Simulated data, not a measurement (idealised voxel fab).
The process module that follows is named voxel spacer lines.
Xsec cut, 275 nm wide, square cell size 5 nm.
When this document writes out a cross-section, it uses a grid of square cells and lists it as bands, beginning at the top and moving down, with a band standing for one or more rows of cells.
Look at the band entry: it leads with the top's height and the bottom's height in nm. Then it lists the materials left to right, with a width in nm for each. The word "edge to edge" on a single material says that material fills the band edge to edge. The word "air" is empty space.
All heights in this document are referenced to 0, defined as the level beneath which the wafer, as received, consists entirely of one material. The lowest band is not bounded below; it extends indefinitely downward and is written in the form "from 0 down".
Top row gets the first number, bottom row gets the second, and each row in between changes by the same step: that is how a band width like "30 to 40" works.
The cross-section has no changed cell in any step marked "changes: none".
This entry, "Closed void roster", enumerates those empty regions of no fewer than 8 cells that possess no open connection to the top. Each region is reported in the form width x height at distance, the distance being taken from the left edge, with all three quantities expressed in nm.
Step line, after settings: the simulator's comment on this step.
A step line may carry the setting "overlay nm", which, for steps involving a mask, states the distance by which the mask lay to the right of its intended position; negative values denote displacement to the left.

Process steps (planned)
| 1 | RECEIVE,material Si |
| 2 | CONFORMAL_DEP,material SiO2,thk nm 5 |
| 3 | DIRECTIONAL_DEP,material TiN,thk nm 20 |
| 4 | DIRECTIONAL_DEP,material polySi,thk nm 30 |
| 5 | PATTERN,tone cover,mask id MANDREL,material resist,width nm 15,pitch nm 60,thk nm 40,overlay nm 0 |
| 6 | DIRECTIONAL_ETCH,etch materials polySi,depth nm 30 |
| 7 | STRIP,etch materials resist |
| 8 | CONFORMAL_DEP,material SiN,thk nm 15 |
| 9 | DIRECTIONAL_ETCH,etch materials SiN,depth nm 15 |
| 10 | STRIP,etch materials polySi |
| 11 | DIRECTIONAL_ETCH,etch materials TiN,depth nm 20 |
| 12 | STRIP,etch materials SiN |

First out of two wafers; run went to plan

Cross-section: wafer on arrival = after step 1
  from 0 down  Si edge to edge
  Closed void roster: none

Cross-section of the wafer after step 2
  from 5 to 0  SiO2 edge to edge
  Everything under 0 stays put, no change at all.

Cross-section of the wafer after step 3
  from 25 to 5  TiN edge to edge
  Everything under 5 stays put, no change at all.

Cross-section of the wafer after step 4
  from 55 to 25  polySi edge to edge
  Everything under 25 stays put, no change at all.

Cross-section of the wafer after step 5
  from 95 to 55  70 of air | 15 of resist | 45 of air | 15 of resist | 45 of air | 15 of resist | 70 of air
  Everything under 55 stays put, no change at all.

Cross-section of the wafer after step 6
  from 95 to 55  70 of air | 15 of resist | 45 of air | 15 of resist | 45 of air | 15 of resist | 70 of air
  from 55 to 25  70 of air | 15 of polySi | 45 of air | 15 of polySi | 45 of air | 15 of polySi | 70 of air
  Everything under 25 stays put, no change at all.

Cross-section of the wafer after step 7
  from 55 to 25  70 of air | 15 of polySi | 45 of air | 15 of polySi | 45 of air | 15 of polySi | 70 of air
  Everything under 25 stays put, no change at all.

Cross-section of the wafer after step 8
  from 70 to 55  55 of air | 45 of SiN | 15 of air | 45 of SiN | 15 of air | 45 of SiN | 55 of air
  from 55 to 40  55 of air | 15 of SiN | 15 of polySi | 15 of SiN | 15 of air | 15 of SiN | 15 of polySi | 15 of SiN | 15 of air | 15 of SiN | 15 of polySi | 15 of SiN | 55 of air
  from 40 to 25  70 of SiN | 15 of polySi | 45 of SiN | 15 of polySi | 45 of SiN | 15 of polySi | 70 of SiN
  Everything under 25 stays put, no change at all.

Cross-section of the wafer after step 9
  from 55 to 25  55 of air | 15 of SiN | 15 of polySi | 15 of SiN | 15 of air | 15 of SiN | 15 of polySi | 15 of SiN | 15 of air | 15 of SiN | 15 of polySi | 15 of SiN | 55 of air
  Everything under 25 stays put, no change at all.

Cross-section of the wafer after step 10
  from 55 to 25  55 of air | 15 of SiN | 15 of air | 15 of SiN | 15 of air | 15 of SiN | 15 of air | 15 of SiN | 15 of air | 15 of SiN | 15 of air | 15 of SiN | 55 of air
  Everything under 25 stays put, no change at all.

Cross-section of the wafer after step 11
  from 55 to 25  55 of air | 15 of SiN | 15 of air | 15 of SiN | 15 of air | 15 of SiN | 15 of air | 15 of SiN | 15 of air | 15 of SiN | 15 of air | 15 of SiN | 55 of air
  from 25 to 5  55 of air | 15 of TiN | 15 of air | 15 of TiN | 15 of air | 15 of TiN | 15 of air | 15 of TiN | 15 of air | 15 of TiN | 15 of air | 15 of TiN | 55 of air
  Everything under 5 stays put, no change at all.

Cross-section of the wafer after step 12
  from 25 to 5  55 of air | 15 of TiN | 15 of air | 15 of TiN | 15 of air | 15 of TiN | 15 of air | 15 of TiN | 15 of air | 15 of TiN | 15 of air | 15 of TiN | 55 of air
  Everything under 5 stays put, no change at all.

Regarding the second of the two wafers: it shared the first wafer's starting condition and process plan, yet one error occurred during its execution. Its history coincides with that of the first wafer up to and including step 4

Cross-sectional view of the second wafer at the intended end time of process step 5
  from 95 to 55  65 of air | 15 of resist | 45 of air | 15 of resist | 45 of air | 15 of resist | 75 of air
  Everything under 55 stays put, no change at all.

Cross-sectional view of the second wafer at the intended end time of process step 6
  from 95 to 55  65 of air | 15 of resist | 45 of air | 15 of resist | 45 of air | 15 of resist | 75 of air
  from 55 to 25  65 of air | 15 of polySi | 45 of air | 15 of polySi | 45 of air | 15 of polySi | 75 of air
  Everything under 25 stays put, no change at all.

Cross-sectional view of the second wafer at the intended end time of process step 7
  from 55 to 25  65 of air | 15 of polySi | 45 of air | 15 of polySi | 45 of air | 15 of polySi | 75 of air
  Everything under 25 stays put, no change at all.

Cross-sectional view of the second wafer at the intended end time of process step 8
  from 70 to 55  50 of air | 45 of SiN | 15 of air | 45 of SiN | 15 of air | 45 of SiN | 60 of air
  from 55 to 40  50 of air | 15 of SiN | 15 of polySi | 15 of SiN | 15 of air | 15 of SiN | 15 of polySi | 15 of SiN | 15 of air | 15 of SiN | 15 of polySi | 15 of SiN | 60 of air
  from 40 to 25  65 of SiN | 15 of polySi | 45 of SiN | 15 of polySi | 45 of SiN | 15 of polySi | 75 of SiN
  Everything under 25 stays put, no change at all.

Cross-sectional view of the second wafer at the intended end time of process step 9
  from 55 to 25  50 of air | 15 of SiN | 15 of polySi | 15 of SiN | 15 of air | 15 of SiN | 15 of polySi | 15 of SiN | 15 of air | 15 of SiN | 15 of polySi | 15 of SiN | 60 of air
  Everything under 25 stays put, no change at all.

Cross-sectional view of the second wafer at the intended end time of process step 10
  from 55 to 25  50 of air | 15 of SiN | 15 of air | 15 of SiN | 15 of air | 15 of SiN | 15 of air | 15 of SiN | 15 of air | 15 of SiN | 15 of air | 15 of SiN | 60 of air
  Everything under 25 stays put, no change at all.

Cross-sectional view of the second wafer at the intended end time of process step 11
  from 55 to 25  50 of air | 15 of SiN | 15 of air | 15 of SiN | 15 of air | 15 of SiN | 15 of air | 15 of SiN | 15 of air | 15 of SiN | 15 of air | 15 of SiN | 60 of air
  from 25 to 5  50 of air | 15 of TiN | 15 of air | 15 of TiN | 15 of air | 15 of TiN | 15 of air | 15 of TiN | 15 of air | 15 of TiN | 15 of air | 15 of TiN | 60 of air
  Everything under 5 stays put, no change at all.

Cross-sectional view of the second wafer at the intended end time of process step 12
  from 25 to 5  50 of air | 15 of TiN | 15 of air | 15 of TiN | 15 of air | 15 of TiN | 15 of air | 15 of TiN | 15 of air | 15 of TiN | 15 of air | 15 of TiN | 60 of air
  Everything under 5 stays put, no change at all.
What broke from the plan during processing? step 5 did not use the planned setting and instead ran as PATTERN,tone cover,mask id MANDREL,material resist,width nm 15,pitch nm 60,thk nm 40,overlay nm -5
At the end, each material covers as many cells on the second wafer as it does on the first, though the cells it covers are elsewhere.
